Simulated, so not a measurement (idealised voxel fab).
Herein follows the process module entitled voxel wiring stack.
Pictured: cross-section cut, 165 nm wide, on a grid of 5 nm square cells.
Each cross-section below is a grid of square cells, stated as bands in top-down order, with one or more rows of cells making up each band. Read a band's entry like this: the first values are the height of its top and the height of its bottom in nm, and what follows is the sequence of materials from left to right, each with its width in nm. Note that "empty" is empty space, and that a single material marked "throughout" reaches across the band from edge to edge. Height 0 is the level under which the wafer as received is all one material. The lowest band goes on downwards, as in "top 0, no bottom". With a width like "30..40", each row of cells in the band differs from the next by the same amount, the top row carrying the first number and the bottom row the second. Take "nothing changed" at face value: in the step it is given for, the cross-section changed in none of its cells. For the entry "Enclosed void inventory", the listed items are empty spaces with no open way to the top whose size is 8 cells or more; each item follows the pattern width x height at distance, where distance is from the left edge and all three are in nm. On a step's line, text after the settings is the simulator commenting on that step. "overlay nm" on a masked step: distance the mask lay right of its planned place, negative for left.
The planned process steps are enumerated hereunder
- 1: op RECEIVE | material Si
- 2: op CONFORMAL_DEP | material SiO2 | thk nm 10
- 3: op CONFORMAL_DEP | material SiCN | thk nm 5
- 4: op DIRECTIONAL_DEP | material lowk | thk nm 25
- 5: op PATTERN | tone open | mask id METAL_1 | material resist | width nm 20 | pitch nm 45 | thk nm 20 | overlay nm 0
- 6: op DIRECTIONAL_ETCH | etch materials lowk | depth nm 25
- 7: op DIRECTIONAL_ETCH | etch materials SiCN | depth nm 5
- 8: op STRIP | etch materials resist
- 9: op CONFORMAL_DEP | material TiN | thk nm 5
- 10: op FILL_DEP | material Ru | thk nm 5
- 11: op CMP | height nm 40
- 12: op EPI | material Ru | thk nm 5
- 13: op FILL_DEP | material SiCN | thk nm 5
- 14: op DIRECTIONAL_DEP | material SiO2 | thk nm 35
- 15: op MASKED_ETCH | tone open | mask id METAL_2_HOLES | width nm 15 | pitch nm 45 | etch materials SiO2 | depth nm 35 | overlay nm 0
- 16: op MASKED_ETCH | tone open | mask id METAL_2 | width nm 20 | pitch nm 45 | etch materials SiO2 | depth nm 20 | overlay nm 0
- 17: op MASKED_ETCH | tone open | mask id METAL_2 | width nm 20 | pitch nm 45 | etch materials SiCN | depth nm 5 | overlay nm 0
- 18: op CONFORMAL_DEP | material TiN | thk nm 5
- 19: op FILL_DEP | material Cu | thk nm 10
- 20: op CMP | height nm 85
- 21: op CONFORMAL_DEP | material SiN | thk nm 5
First wafer, as planned
Delivered wafer in cross-section: state after step 1
> top 0, no bottom: Si throughout
> Enclosed void inventory: none
You're looking at a cross-section of the wafer after step 2
> top 10, bottom 0: SiO2 throughout
> For the remainder of the cross-section, below 0, there is no change.
You're looking at a cross-section of the wafer after step 3
> top 15, bottom 10: SiCN throughout
> For the remainder of the cross-section, below 10, there is no change.
You're looking at a cross-section of the wafer after step 4
> top 40, bottom 15: lowk throughout
> For the remainder of the cross-section, below 15, there is no change.
You're looking at a cross-section of the wafer after step 5
> top 60, bottom 40: resist=50; empty=20; resist=25; empty=20; resist=50
> For the remainder of the cross-section, below 40, there is no change.
You're looking at a cross-section of the wafer after step 6
> top 60, bottom 40: resist=50; empty=20; resist=25; empty=20; resist=50
> top 40, bottom 15: lowk=50; empty=20; lowk=25; empty=20; lowk=50
> For the remainder of the cross-section, below 15, there is no change.
You're looking at a cross-section of the wafer after step 7
> top 60, bottom 40: resist=50; empty=20; resist=25; empty=20; resist=50
> top 40, bottom 15: lowk=50; empty=20; lowk=25; empty=20; lowk=50
> top 15, bottom 10: SiCN=50; empty=20; SiCN=25; empty=20; SiCN=50
> For the remainder of the cross-section, below 10, there is no change.
You're looking at a cross-section of the wafer after step 8
> top 40, bottom 15: lowk=50; empty=20; lowk=25; empty=20; lowk=50
> For the remainder of the cross-section, below 15, there is no change.
You're looking at a cross-section of the wafer after step 9
> top 45, bottom 40: TiN=55; empty=10; TiN=35; empty=10; TiN=55
> top 40, bottom 15: lowk=50; TiN=5; empty=10; TiN=5; lowk=25; TiN=5; empty=10; TiN=5; lowk=50
> top 15, bottom 10: SiCN=50; TiN=20; SiCN=25; TiN=20; SiCN=50
> For the remainder of the cross-section, below 10, there is no change.
You're looking at a cross-section of the wafer after step 10
> top 50, bottom 45: Ru throughout
> top 45, bottom 40: TiN=55; Ru=10; TiN=35; Ru=10; TiN=55
> top 40, bottom 15: lowk=50; TiN=5; Ru=10; TiN=5; lowk=25; TiN=5; Ru=10; TiN=5; lowk=50
> For the remainder of the cross-section, below 15, there is no change.
You're looking at a cross-section of the wafer after step 11
> top 40, bottom 15: lowk=50; TiN=5; Ru=10; TiN=5; lowk=25; TiN=5; Ru=10; TiN=5; lowk=50
> For the remainder of the cross-section, below 15, there is no change.
You're looking at a cross-section of the wafer after step 12
> top 45, bottom 40: empty=45; Ru=30; empty=15; Ru=30; empty=45
> For the remainder of the cross-section, below 40, there is no change.
You're looking at a cross-section of the wafer after step 13
> top 50, bottom 45: SiCN throughout
> top 45, bottom 40: SiCN=45; Ru=30; SiCN=15; Ru=30; SiCN=45
> For the remainder of the cross-section, below 40, there is no change.
You're looking at a cross-section of the wafer after step 14
> top 85, bottom 50: SiO2 throughout
> For the remainder of the cross-section, below 50, there is no change.
You're looking at a cross-section of the wafer after step 15
> top 85, bottom 50: SiO2=50; empty=15; SiO2=30; empty=15; SiO2=55
> For the remainder of the cross-section, below 50, there is no change.
You're looking at a cross-section of the wafer after step 16
> top 85, bottom 65: SiO2=50; empty=20; SiO2=25; empty=20; SiO2=50
> For the remainder of the cross-section, below 65, there is no change.
You're looking at a cross-section of the wafer after step 17
> top 85, bottom 65: SiO2=50; empty=20; SiO2=25; empty=20; SiO2=50
> top 65, bottom 50: SiO2=50; empty=15; SiO2=30; empty=15; SiO2=55
> top 50, bottom 45: SiCN=50; empty=15; SiCN=30; empty=15; SiCN=55
> For the remainder of the cross-section, below 45, there is no change.
You're looking at a cross-section of the wafer after step 18
> top 90, bottom 85: TiN=55; empty=10; TiN=35; empty=10; TiN=55
> top 85, bottom 70: SiO2=50; TiN=5; empty=10; TiN=5; SiO2=25; TiN=5; empty=10; TiN=5; SiO2=50
> top 70, bottom 65: SiO2=50; TiN=5; empty=5; TiN=10; SiO2=25; TiN=5; empty=5; TiN=10; SiO2=50
> top 65, bottom 50: SiO2=50; TiN=5; empty=5; TiN=5; SiO2=30; TiN=5; empty=5; TiN=5; SiO2=55
> top 50, bottom 45: SiCN=50; TiN=15; SiCN=30; TiN=15; SiCN=55
> For the remainder of the cross-section, below 45, there is no change.
You're looking at a cross-section of the wafer after step 19
> top 100, bottom 90: Cu throughout
> top 90, bottom 85: TiN=55; Cu=10; TiN=35; Cu=10; TiN=55
> top 85, bottom 70: SiO2=50; TiN=5; Cu=10; TiN=5; SiO2=25; TiN=5; Cu=10; TiN=5; SiO2=50
> top 70, bottom 65: SiO2=50; TiN=5; Cu=5; TiN=10; SiO2=25; TiN=5; Cu=5; TiN=10; SiO2=50
> top 65, bottom 50: SiO2=50; TiN=5; Cu=5; TiN=5; SiO2=30; TiN=5; Cu=5; TiN=5; SiO2=55
> For the remainder of the cross-section, below 50, there is no change.
You're looking at a cross-section of the wafer after step 20
> top 85, bottom 70: SiO2=50; TiN=5; Cu=10; TiN=5; SiO2=25; TiN=5; Cu=10; TiN=5; SiO2=50
> For the remainder of the cross-section, below 70, there is no change.
You're looking at a cross-section of the wafer after step 21
> top 90, bottom 85: SiN throughout
> For the remainder of the cross-section, below 85, there is no change.
For the second wafer, take the first wafer's start and plan, then add one mistake made in running it; everything through step 14, that step included, is shared with the first
Second wafer at the planned finish of step 15, seen in cross-section
> top 85, bottom 50: SiO2=55; empty=15; SiO2=30; empty=15; SiO2=50
> For the remainder of the cross-section, below 50, there is no change.
Second wafer at the planned finish of step 16, seen in cross-section
> top 85, bottom 65: SiO2=50; empty=20; SiO2=25; empty=20; SiO2=50
> For the remainder of the cross-section, below 65, there is no change.
Second wafer at the planned finish of step 17, seen in cross-section
> top 85, bottom 65: SiO2=50; empty=20; SiO2=25; empty=20; SiO2=50
> top 65, bottom 50: SiO2=55; empty=15; SiO2=30; empty=15; SiO2=50
> top 50, bottom 45: SiCN=55; empty=15; SiCN=30; empty=15; SiCN=50
> For the remainder of the cross-section, below 45, there is no change.
Second wafer at the planned finish of step 18, seen in cross-section
> top 90, bottom 85: TiN=55; empty=10; TiN=35; empty=10; TiN=55
> top 85, bottom 70: SiO2=50; TiN=5; empty=10; TiN=5; SiO2=25; TiN=5; empty=10; TiN=5; SiO2=50
> top 70, bottom 65: SiO2=50; TiN=10; empty=5; TiN=5; SiO2=25; TiN=10; empty=5; TiN=5; SiO2=50
> top 65, bottom 50: SiO2=55; TiN=5; empty=5; TiN=5; SiO2=30; TiN=5; empty=5; TiN=5; SiO2=50
> top 50, bottom 45: SiCN=55; TiN=15; SiCN=30; TiN=15; SiCN=50
> For the remainder of the cross-section, below 45, there is no change.
Second wafer at the planned finish of step 19, seen in cross-section
> top 100, bottom 90: Cu throughout
> top 90, bottom 85: TiN=55; Cu=10; TiN=35; Cu=10; TiN=55
> top 85, bottom 70: SiO2=50; TiN=5; Cu=10; TiN=5; SiO2=25; TiN=5; Cu=10; TiN=5; SiO2=50
> top 70, bottom 65: SiO2=50; TiN=10; Cu=5; TiN=5; SiO2=25; TiN=10; Cu=5; TiN=5; SiO2=50
> top 65, bottom 50: SiO2=55; TiN=5; Cu=5; TiN=5; SiO2=30; TiN=5; Cu=5; TiN=5; SiO2=50
> For the remainder of the cross-section, below 50, there is no change.
Second wafer at the planned finish of step 20, seen in cross-section
> top 85, bottom 70: SiO2=50; TiN=5; Cu=10; TiN=5; SiO2=25; TiN=5; Cu=10; TiN=5; SiO2=50
> For the remainder of the cross-section, below 70, there is no change.
Second wafer at the planned finish of step 21, seen in cross-section
> top 90, bottom 85: SiN throughout
> For the remainder of the cross-section, below 85, there is no change.
So what did we get wrong on this run? step 15 did not happen as planned, as run it was op MASKED_ETCH | tone open | mask id METAL_2_HOLES | width nm 15 | pitch nm 45 | etch materials SiO2 | depth nm 35 | overlay nm 5
Both wafers, final: cells per material equal; arrangement not.
